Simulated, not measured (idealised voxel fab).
Title: Process Module voxel spacer lines
Section cut is 225 nm wide and gridded with 5 nm square cells.
This document writes a cross-section as a grid whose cells are square, and gives it as bands, listed from the top down; one or more rows of cells form a band. The entry gives the band's vertical extent as a top height and a bottom height in nm, then its horizontal make-up as materials from left to right, each with a width in nm. "empty" stands for empty space; a single material marked "full width" fills the band edge to edge. Height reference: 0 = level under which incoming wafer is all one material. Lowest band: no bottom, runs on downward, e.g. "z 0 and below". A width given as "30..40" starts at the first number in the band's top row and ends at the second number in its bottom row, shifting by an equal amount at every step from row to row. Step marked "no modification"? Then no cell in the cross-section changed in it. Enclosed voids (no open way to top), threshold 8 cells or more, entry "Sealed voids", notation width x height at distance, distance from left edge, nm. Text after the settings on a step's line: the simulator's own remark on that step. You can add "overlay nm" to a step's line. For a step with a mask, it describes how far the mask lay to the right of its planned position, and a negative number describes a lay to the left.
Set out below are the planned steps of the process:
1 RECEIVE [material Si]
2 CONFORMAL_DEP [material Al2O3] [thk nm 10]
3 DIRECTIONAL_DEP [material TiN] [thk nm 10]
4 DIRECTIONAL_DEP [material polySi] [thk nm 30]
5 PATTERN [tone cover] [mask id MANDREL] [material resist] [width nm 15] [pitch nm 70] [thk nm 40] [overlay nm 0]
6 DIRECTIONAL_ETCH [etch materials polySi] [depth nm 30]
7 STRIP [etch materials resist]
8 CONFORMAL_DEP [material SiO2] [thk nm 10]
9 DIRECTIONAL_ETCH [etch materials SiO2] [depth nm 10]
10 STRIP [etch materials polySi]
11 DIRECTIONAL_ETCH [etch materials TiN] [depth nm 10]
12 STRIP [etch materials SiO2]
Don't read the plan's width nm for step 5 as applying to every wafer: that's the first wafer's value, and the wafers differ in it, though they all start identical.
First wafer as received, after step 1:
> z 0 and below: Si full width
> Sealed voids: none
Tabulated below, wafer by wafer, are the end-of-module results: for each material, the number of cells gained (+) or lost (-) relative to the as-received state, followed by the closed voids:
width nm 15, +90 Al2O3, +24 TiN, Sealed voids: none
width nm 20, +90 Al2O3, +24 TiN, Sealed voids: none
width nm 25, +90 Al2O3, +24 TiN, Sealed voids: none
width nm 30, +90 Al2O3, +24 TiN, Sealed voids: none
width nm 35, +90 Al2O3, +24 TiN, Sealed voids: none
width nm 40, +90 Al2O3, +24 TiN, Sealed voids: none
